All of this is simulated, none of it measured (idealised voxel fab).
process module | voxel transistor to metal
cross-section cut | 300 nm wide | cells 5 nm
A cross-section is a grid of square cells, given in bands from the top down. A band is one or more rows of cells.
Each band's line starts with the height of the band's top and of its bottom, in nm. Then come its materials from left to right, each with its width in nm. One material with "throughout" fills the band from edge to edge. "air" is empty space.
Height 0 is the level under which the wafer as received is all one material. The lowest band goes on downwards, as in "0 down".
A width such as "30 to 40" changes by the same amount from each row of cells to the next, from the band's top row to its bottom row.
"no change" after a step means that no cell of the cross-section changed.
closed voids: empty space of 8 cells or more with no open way to the top, each as width x height at its distance from the left edge, in nm
after a step's settings: what the simulator itself notes on the step
overlay nm, on a step with a mask: how far to the right of its planned place the mask lay; to the left if negative
plan
1 op RECEIVE | material Si
2 op OXIDIZE | depth nm 5
3 op CONFORMAL_DEP | material SiN | thk nm 15
4 op DIRECTIONAL_DEP | material aC | thk nm 15
5 op PATTERN | tone cover | mask id ACTIVE | material resist | width nm 95 | pitch nm 125 | thk nm 35 | overlay nm 0
6 op DIRECTIONAL_ETCH | etch materials aC | depth nm 15
7 op STRIP | etch materials resist
8 op DIRECTIONAL_ETCH | etch materials SiN | depth nm 15
9 op DIRECTIONAL_ETCH | etch materials SiO2 | depth nm 5
10 op DIRECTIONAL_ETCH | etch materials Si | depth nm 30
11 op STRIP | etch materials aC
12 op FILL_DEP | material SiO2 | thk nm 15
13 op CMP | height nm 15
14 op SELECTIVE_ETCH | etch materials SiO2 | depth nm 10
15 op STRIP | etch materials SiN
16 op SELECTIVE_ETCH | etch materials SiO2 | depth nm 5
17 op OXIDIZE | depth nm 5
18 op DIRECTIONAL_DEP | material polySi | thk nm 20
19 op DIRECTIONAL_DEP | material SiCN | thk nm 15
20 op MASKED_ETCH | tone cover | mask id GATE | width nm 25 | pitch nm 125 | etch materials SiCN | depth nm 25 | overlay nm 0
21 op MASKED_ETCH | tone cover | mask id GATE | width nm 25 | pitch nm 125 | etch materials polySi | depth nm 30 | overlay nm 0
22 op CONFORMAL_DEP | material SiN | thk nm 10
23 op DIRECTIONAL_ETCH | etch materials SiN | depth nm 10
24 op DIRECTIONAL_ETCH | etch materials SiO2 | depth nm 5
25 op EPI | material nSi | thk nm 5
26 op FILL_DEP | material SiO2 | thk nm 5
27 op CMP | height nm 15
28 op STRIP | etch materials polySi
29 op SELECTIVE_ETCH | etch materials SiO2 | depth nm 5
30 op CONFORMAL_DEP | material HfO2 | thk nm 5
31 op CONFORMAL_DEP | material TiN | thk nm 5
32 op FILL_DEP | material W | thk nm 5
33 op CMP | height nm 10
34 op DIRECTIONAL_DEP | material SiO2 | thk nm 10
35 op PATTERN | tone open | mask id CONTACT | material resist | width nm 15 | thk nm 20 | overlay nm 0
36 op DIRECTIONAL_ETCH | etch materials SiO2 | depth nm 25
37 op STRIP | etch materials resist
38 op CONFORMAL_DEP | material TiN | thk nm 5
39 op FILL_DEP | material Ru | thk nm 10
40 op CMP | height nm 20
41 op CONFORMAL_DEP | material SiCN | thk nm 5
42 op DIRECTIONAL_DEP | material lowk | thk nm 20
43 op DIRECTIONAL_DEP | material aC | thk nm 10
44 op PATTERN | tone open | mask id METAL_1 | material resist | width nm 15 | thk nm 30 | overlay nm 0
45 op DIRECTIONAL_ETCH | etch materials aC | depth nm 10
46 op STRIP | etch materials resist
47 op DIRECTIONAL_ETCH | etch materials lowk | depth nm 20
48 op DIRECTIONAL_ETCH | etch materials SiCN | depth nm 5
49 op STRIP | etch materials aC
50 op CONFORMAL_DEP | material TiN | thk nm 5
51 op FILL_DEP | material Ru | thk nm 10
52 op CMP | height nm 45
53 op CONFORMAL_DEP | material SiCN | thk nm 5
54 op DIRECTIONAL_DEP | material SiO2 | thk nm 30
55 op PATTERN | tone open | mask id METAL_2 | material resist | width nm 15 | pitch nm 125 | thk nm 15 | overlay nm 0
56 op DIRECTIONAL_ETCH | etch materials SiO2 | depth nm 15
57 op STRIP | etch materials resist
58 op PATTERN | tone open | mask id METAL_2_HOLES | material resist | width nm 15 | pitch nm 125 | thk nm 20 | overlay nm 0
59 op DIRECTIONAL_ETCH | etch materials SiO2 | depth nm 15
60 op DIRECTIONAL_ETCH | etch materials SiCN | depth nm 5
61 op STRIP | etch materials resist
62 op CONFORMAL_DEP | material TiN | thk nm 5
63 op FILL_DEP | material Ru | thk nm 10
64 op CMP | height nm 80
65 op CONFORMAL_DEP | material SiN | thk nm 5
as received, after step 1
  0 down: Si throughout
  closed voids: none
first wafer at the end, as planned
  85 to 80: SiN throughout
  80 to 50: SiO2 45 | TiN 5 | Ru 5 | TiN 5 | SiO2 110 | TiN 5 | Ru 5 | TiN 5 | SiO2 115
  50 to 45: SiCN 45 | TiN 15 | SiCN 110 | TiN 15 | SiCN 115
  45 to 25: lowk 45 | TiN 5 | Ru 5 | TiN 5 | lowk 55 | TiN 5 | Ru 5 | TiN 5 | lowk 40 | TiN 5 | Ru 5 | TiN 5 | lowk 55 | TiN 5 | Ru 5 | TiN 5 | lowk 45
  25 to 20: SiCN 45 | TiN 15 | SiCN 55 | TiN 15 | SiCN 40 | TiN 15 | SiCN 55 | TiN 15 | SiCN 45
  20 to 10: SiO2 45 | TiN 5 | Ru 5 | TiN 5 | SiO2 55 | TiN 5 | Ru 5 | TiN 5 | SiO2 40 | TiN 5 | Ru 5 | TiN 5 | SiO2 55 | TiN 5 | Ru 5 | TiN 5 | SiO2 45
  10 to 0: SiO2 45 | TiN 5 | Ru 5 | TiN 5 | SiO2 5 | SiN 10 | HfO2 5 | TiN 5 | W 5 | TiN 5 | HfO2 5 | SiN 10 | SiO2 5 | TiN 5 | Ru 5 | TiN 5 | SiO2 40 | TiN 5 | Ru 5 | TiN 5 | SiO2 5 | SiN 10 | HfO2 5 | TiN 5 | W 5 | TiN 5 | HfO2 5 | SiN 10 | SiO2 5 | TiN 5 | Ru 5 | TiN 5 | SiO2 45
  0 to -5: SiO2 35 | SiN 10 | TiN 15 | SiO2 5 | SiN 10 | HfO2 5 | TiN 15 | HfO2 5 | SiN 10 | SiO2 5 | TiN 15 | SiN 10 | SiO2 20 | SiN 10 | TiN 15 | SiO2 5 | SiN 10 | HfO2 5 | TiN 15 | HfO2 5 | SiN 10 | SiO2 5 | TiN 15 | SiN 10 | SiO2 35
  -5 to -10: SiO2 45 | nSi 20 | SiO2 5 | HfO2 35 | SiO2 5 | nSi 20 | SiO2 40 | nSi 20 | SiO2 5 | HfO2 35 | SiO2 5 | nSi 20 | SiO2 45
  -10 to -35: SiO2 40 | Si 95 | SiO2 30 | Si 95 | SiO2 40
  -35 down: Si throughout
  closed voids: none
second wafer at the end: like start, like plan, one mistake
  85 to 80: SiN throughout
  80 to 50: SiO2 throughout
  50 to 45: SiCN throughout
  45 to 25: lowk 45 | TiN 5 | Ru 5 | TiN 5 | lowk 55 | TiN 5 | Ru 5 | TiN 5 | lowk 40 | TiN 5 | Ru 5 | TiN 5 | lowk 55 | TiN 5 | Ru 5 | TiN 5 | lowk 45
  25 to 20: SiCN 45 | TiN 15 | SiCN 55 | TiN 15 | SiCN 40 | TiN 15 | SiCN 55 | TiN 15 | SiCN 45
  20 to 10: SiO2 45 | TiN 5 | Ru 5 | TiN 5 | SiO2 55 | TiN 5 | Ru 5 | TiN 5 | SiO2 40 | TiN 5 | Ru 5 | TiN 5 | SiO2 55 | TiN 5 | Ru 5 | TiN 5 | SiO2 45
  10 to 0: SiO2 45 | TiN 5 | Ru 5 | TiN 5 | SiO2 5 | SiN 10 | HfO2 5 | TiN 5 | W 5 | TiN 5 | HfO2 5 | SiN 10 | SiO2 5 | TiN 5 | Ru 5 | TiN 5 | SiO2 40 | TiN 5 | Ru 5 | TiN 5 | SiO2 5 | SiN 10 | HfO2 5 | TiN 5 | W 5 | TiN 5 | HfO2 5 | SiN 10 | SiO2 5 | TiN 5 | Ru 5 | TiN 5 | SiO2 45
  0 to -5: SiO2 35 | SiN 10 | TiN 15 | SiO2 5 | SiN 10 | HfO2 5 | TiN 15 | HfO2 5 | SiN 10 | SiO2 5 | TiN 15 | SiN 10 | SiO2 20 | SiN 10 | TiN 15 | SiO2 5 | SiN 10 | HfO2 5 | TiN 15 | HfO2 5 | SiN 10 | SiO2 5 | TiN 15 | SiN 10 | SiO2 35
  -5 to -10: SiO2 45 | nSi 20 | SiO2 5 | HfO2 35 | SiO2 5 | nSi 20 | SiO2 40 | nSi 20 | SiO2 5 | HfO2 35 | SiO2 5 | nSi 20 | SiO2 45
  -10 to -35: SiO2 40 | Si 95 | SiO2 30 | Si 95 | SiO2 40
  -35 down: Si throughout
  closed voids: none
what went wrong: step 54 was run twice
at the end the second wafer has, in cells: 12 fewer of Ru | 6 more of SiCN | 36 more of SiO2 | 30 fewer of TiN
